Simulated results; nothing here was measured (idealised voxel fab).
Process module heading - voxel self aligned vias
Section shown: cut. Width: 245 nm. Cell size: 5 nm, square.
A cross-section in this document is a grid of square cells, and it is written down as bands, the top band listed before the ones below it; a band is made up of one or more rows of cells.
Basically the band line says how high the top is and how high the bottom is, in nm, and then what's in it from left to right, every material with its width in nm. Empty space shows up as "blank", and if a single material carries "throughout" it runs the full band edge to edge.
It should be noted that heights are counted from 0, beneath which the wafer as supplied is of one material throughout, and that the lowest band possesses no lower boundary but continues downward, as written in "0 nm and below".
Read "30->40" as a graded width: first number on top, second number at the bottom, same change between each pair of neighbouring rows.
What does "nothing different" mean for a step? It means no cell of the cross-section changed in that step.
Each empty space that has no open way to the top and spans at least 8 cells appears under "Fully sealed voids" as width x height at distance, the distance counted from the left edge, all in nm.
Heads up: the bit after the settings on a step's line is the simulator's remark on that step.
overlay nm: step with mask; distance mask lay right of planned place; negative value = left of planned place.

Planned process steps
1. RECEIVE, material Si
2. CONFORMAL_DEP, material SiO2, thk nm 15
3. CONFORMAL_DEP, material SiCN, thk nm 5
4. DIRECTIONAL_DEP, material SiO2, thk nm 25
5. MASKED_ETCH, tone open, mask id LINES, width nm 30, pitch nm 65, etch materials SiO2, depth nm 25, overlay nm 0
6. CONFORMAL_DEP, material TiN, thk nm 5
7. FILL_DEP, material W, thk nm 10
8. CMP, height nm 45
9. SELECTIVE_ETCH, etch materials W Ru TiN, depth nm 5
10. FILL_DEP, material SiN, thk nm 5
11. CMP, height nm 45
12. DIRECTIONAL_DEP, material SiO2, thk nm 15
13. MASKED_ETCH, tone open, mask id VIAS, width nm 50, pitch nm 65, etch materials SiO2, depth nm 15, overlay nm 0
14. MASKED_ETCH, tone open, mask id VIAS, width nm 50, pitch nm 65, etch materials SiN, depth nm 5, overlay nm 0
15. CONFORMAL_DEP, material TiN, thk nm 5
16. FILL_DEP, material W, thk nm 5
17. CMP, height nm 60
18. CONFORMAL_DEP, material SiCN, thk nm 5

Account of the first of two wafers, which was processed as intended

As-received state of the wafer in cross-section, equivalent to post-step 1
    0 nm and below: Si throughout
    Fully sealed voids: none

Cross-section of the wafer subsequent to step 2
    15 nm to 0 nm: SiO2 throughout
    below 0: unchanged

Cross-section of the wafer subsequent to step 3
    20 nm to 15 nm: SiCN throughout
    below 15: unchanged

Cross-section of the wafer subsequent to step 4
    45 nm to 20 nm: SiO2 throughout
    below 20: unchanged

Cross-section of the wafer subsequent to step 5
    45 nm to 20 nm: SiO2 40 nm; blank 30 nm; SiO2 35 nm; blank 30 nm; SiO2 35 nm; blank 30 nm; SiO2 45 nm
    below 20: unchanged

Cross-section of the wafer subsequent to step 6
    50 nm to 45 nm: TiN 45 nm; blank 20 nm; TiN 45 nm; blank 20 nm; TiN 45 nm; blank 20 nm; TiN 50 nm
    45 nm to 25 nm: SiO2 40 nm; TiN 5 nm; blank 20 nm; TiN 5 nm; SiO2 35 nm; TiN 5 nm; blank 20 nm; TiN 5 nm; SiO2 35 nm; TiN 5 nm; blank 20 nm; TiN 5 nm; SiO2 45 nm
    25 nm to 20 nm: SiO2 40 nm; TiN 30 nm; SiO2 35 nm; TiN 30 nm; SiO2 35 nm; TiN 30 nm; SiO2 45 nm
    below 20: unchanged

Cross-section of the wafer subsequent to step 7
    60 nm to 50 nm: W throughout
    50 nm to 45 nm: TiN 45 nm; W 20 nm; TiN 45 nm; W 20 nm; TiN 45 nm; W 20 nm; TiN 50 nm
    45 nm to 25 nm: SiO2 40 nm; TiN 5 nm; W 20 nm; TiN 5 nm; SiO2 35 nm; TiN 5 nm; W 20 nm; TiN 5 nm; SiO2 35 nm; TiN 5 nm; W 20 nm; TiN 5 nm; SiO2 45 nm
    below 25: unchanged

Cross-section of the wafer subsequent to step 8
    45 nm to 25 nm: SiO2 40 nm; TiN 5 nm; W 20 nm; TiN 5 nm; SiO2 35 nm; TiN 5 nm; W 20 nm; TiN 5 nm; SiO2 35 nm; TiN 5 nm; W 20 nm; TiN 5 nm; SiO2 45 nm
    below 25: unchanged

Cross-section of the wafer subsequent to step 9
    45 nm to 40 nm: SiO2 40 nm; blank 30 nm; SiO2 35 nm; blank 30 nm; SiO2 35 nm; blank 30 nm; SiO2 45 nm
    below 40: unchanged

Cross-section of the wafer subsequent to step 10
    50 nm to 45 nm: SiN throughout
    45 nm to 40 nm: SiO2 40 nm; SiN 30 nm; SiO2 35 nm; SiN 30 nm; SiO2 35 nm; SiN 30 nm; SiO2 45 nm
    below 40: unchanged

Cross-section of the wafer subsequent to step 11
    45 nm to 40 nm: SiO2 40 nm; SiN 30 nm; SiO2 35 nm; SiN 30 nm; SiO2 35 nm; SiN 30 nm; SiO2 45 nm
    below 40: unchanged

Cross-section of the wafer subsequent to step 12
    60 nm to 45 nm: SiO2 throughout
    below 45: unchanged

Cross-section of the wafer subsequent to step 13
    60 nm to 45 nm: SiO2 30 nm; blank 50 nm; SiO2 15 nm; blank 50 nm; SiO2 15 nm; blank 50 nm; SiO2 35 nm
    below 45: unchanged

Cross-section of the wafer subsequent to step 14
    60 nm to 45 nm: SiO2 30 nm; blank 50 nm; SiO2 15 nm; blank 50 nm; SiO2 15 nm; blank 50 nm; SiO2 35 nm
    45 nm to 40 nm: SiO2 40 nm; blank 30 nm; SiO2 35 nm; blank 30 nm; SiO2 35 nm; blank 30 nm; SiO2 45 nm
    below 40: unchanged

Cross-section of the wafer subsequent to step 15
    65 nm to 60 nm: TiN 35 nm; blank 40 nm; TiN 25 nm; blank 40 nm; TiN 25 nm; blank 40 nm; TiN 40 nm
    60 nm to 50 nm: SiO2 30 nm; TiN 5 nm; blank 40 nm; TiN 5 nm; SiO2 15 nm; TiN 5 nm; blank 40 nm; TiN 5 nm; SiO2 15 nm; TiN 5 nm; blank 40 nm; TiN 5 nm; SiO2 35 nm
    50 nm to 45 nm: SiO2 30 nm; TiN 15 nm; blank 20 nm; TiN 15 nm; SiO2 15 nm; TiN 15 nm; blank 20 nm; TiN 15 nm; SiO2 15 nm; TiN 15 nm; blank 20 nm; TiN 15 nm; SiO2 35 nm
    45 nm to 40 nm: SiO2 40 nm; TiN 30 nm; SiO2 35 nm; TiN 30 nm; SiO2 35 nm; TiN 30 nm; SiO2 45 nm
    below 40: unchanged

Cross-section of the wafer subsequent to step 16
    70 nm to 65 nm: W throughout
    65 nm to 60 nm: TiN 35 nm; W 40 nm; TiN 25 nm; W 40 nm; TiN 25 nm; W 40 nm; TiN 40 nm
    60 nm to 50 nm: SiO2 30 nm; TiN 5 nm; W 40 nm; TiN 5 nm; SiO2 15 nm; TiN 5 nm; W 40 nm; TiN 5 nm; SiO2 15 nm; TiN 5 nm; W 40 nm; TiN 5 nm; SiO2 35 nm
    50 nm to 45 nm: SiO2 30 nm; TiN 15 nm; W 20 nm; TiN 15 nm; SiO2 15 nm; TiN 15 nm; W 20 nm; TiN 15 nm; SiO2 15 nm; TiN 15 nm; W 20 nm; TiN 15 nm; SiO2 35 nm
    below 45: unchanged

Cross-section of the wafer subsequent to step 17
    60 nm to 50 nm: SiO2 30 nm; TiN 5 nm; W 40 nm; TiN 5 nm; SiO2 15 nm; TiN 5 nm; W 40 nm; TiN 5 nm; SiO2 15 nm; TiN 5 nm; W 40 nm; TiN 5 nm; SiO2 35 nm
    below 50: unchanged

Cross-section of the wafer subsequent to step 18
    65 nm to 60 nm: SiCN throughout
    below 60: unchanged

The second wafer was prepared from the same starting point and under the same plan as the first; its processing contained one mistake, and it remains indistinguishable from the first wafer up to and including step 2

Second wafer, section view, time point: scheduled end of step 3: nothing different

Second wafer, section view, time point: scheduled end of step 4
    40 nm to 0 nm: SiO2 throughout
    below 0: unchanged

Second wafer, section view, time point: scheduled end of step 5
    40 nm to 15 nm: SiO2 40 nm; blank 30 nm; SiO2 35 nm; blank 30 nm; SiO2 35 nm; blank 30 nm; SiO2 45 nm
    below 15: unchanged

Second wafer, section view, time point: scheduled end of step 6
    45 nm to 40 nm: TiN 45 nm; blank 20 nm; TiN 45 nm; blank 20 nm; TiN 45 nm; blank 20 nm; TiN 50 nm
    40 nm to 20 nm: SiO2 40 nm; TiN 5 nm; blank 20 nm; TiN 5 nm; SiO2 35 nm; TiN 5 nm; blank 20 nm; TiN 5 nm; SiO2 35 nm; TiN 5 nm; blank 20 nm; TiN 5 nm; SiO2 45 nm
    20 nm to 15 nm: SiO2 40 nm; TiN 30 nm; SiO2 35 nm; TiN 30 nm; SiO2 35 nm; TiN 30 nm; SiO2 45 nm
    below 15: unchanged

Second wafer, section view, time point: scheduled end of step 7
    55 nm to 45 nm: W throughout
    45 nm to 40 nm: TiN 45 nm; W 20 nm; TiN 45 nm; W 20 nm; TiN 45 nm; W 20 nm; TiN 50 nm
    40 nm to 20 nm: SiO2 40 nm; TiN 5 nm; W 20 nm; TiN 5 nm; SiO2 35 nm; TiN 5 nm; W 20 nm; TiN 5 nm; SiO2 35 nm; TiN 5 nm; W 20 nm; TiN 5 nm; SiO2 45 nm
    below 20: unchanged

Second wafer, section view, time point: scheduled end of step 8
    45 nm to 40 nm: TiN 45 nm; W 20 nm; TiN 45 nm; W 20 nm; TiN 45 nm; W 20 nm; TiN 50 nm
    below 40: unchanged

Second wafer, section view, time point: scheduled end of step 9
    40 nm to 20 nm: SiO2 40 nm; TiN 5 nm; W 20 nm; TiN 5 nm; SiO2 35 nm; TiN 5 nm; W 20 nm; TiN 5 nm; SiO2 35 nm; TiN 5 nm; W 20 nm; TiN 5 nm; SiO2 45 nm
    below 20: unchanged

Second wafer, section view, time point: scheduled end of step 10
    45 nm to 40 nm: SiN throughout
    below 40: unchanged

Second wafer, section view, time point: scheduled end of step 11: nothing different

Second wafer, section view, time point: scheduled end of step 12
    60 nm to 45 nm: SiO2 throughout
    below 45: unchanged

Second wafer, section view, time point: scheduled end of step 13
    60 nm to 45 nm: SiO2 30 nm; blank 50 nm; SiO2 15 nm; blank 50 nm; SiO2 15 nm; blank 50 nm; SiO2 35 nm
    below 45: unchanged

Second wafer, section view, time point: scheduled end of step 14
    60 nm to 45 nm: SiO2 30 nm; blank 50 nm; SiO2 15 nm; blank 50 nm; SiO2 15 nm; blank 50 nm; SiO2 35 nm
    45 nm to 40 nm: SiN 30 nm; blank 50 nm; SiN 15 nm; blank 50 nm; SiN 15 nm; blank 50 nm; SiN 35 nm
    below 40: unchanged

Second wafer, section view, time point: scheduled end of step 15
    65 nm to 60 nm: TiN 35 nm; blank 40 nm; TiN 25 nm; blank 40 nm; TiN 25 nm; blank 40 nm; TiN 40 nm
    60 nm to 45 nm: SiO2 30 nm; TiN 5 nm; blank 40 nm; TiN 5 nm; SiO2 15 nm; TiN 5 nm; blank 40 nm; TiN 5 nm; SiO2 15 nm; TiN 5 nm; blank 40 nm; TiN 5 nm; SiO2 35 nm
    45 nm to 40 nm: SiN 30 nm; TiN 50 nm; SiN 15 nm; TiN 50 nm; SiN 15 nm; TiN 50 nm; SiN 35 nm
    below 40: unchanged

Second wafer, section view, time point: scheduled end of step 16
    70 nm to 65 nm: W throughout
    65 nm to 60 nm: TiN 35 nm; W 40 nm; TiN 25 nm; W 40 nm; TiN 25 nm; W 40 nm; TiN 40 nm
    60 nm to 45 nm: SiO2 30 nm; TiN 5 nm; W 40 nm; TiN 5 nm; SiO2 15 nm; TiN 5 nm; W 40 nm; TiN 5 nm; SiO2 15 nm; TiN 5 nm; W 40 nm; TiN 5 nm; SiO2 35 nm
    below 45: unchanged

Second wafer, section view, time point: scheduled end of step 17
    60 nm to 45 nm: SiO2 30 nm; TiN 5 nm; W 40 nm; TiN 5 nm; SiO2 15 nm; TiN 5 nm; W 40 nm; TiN 5 nm; SiO2 15 nm; TiN 5 nm; W 40 nm; TiN 5 nm; SiO2 35 nm
    below 45: unchanged

Second wafer, section view, time point: scheduled end of step 18
    65 nm to 60 nm: SiCN throughout
    below 60: unchanged
Here's what went sideways: heads up, step 3 of the plan was skipped and never actually ran
End check, counted in cells, second wafer has more or fewer of these materials than the first: SiCN -49, SiN +19, TiN +6, W +24
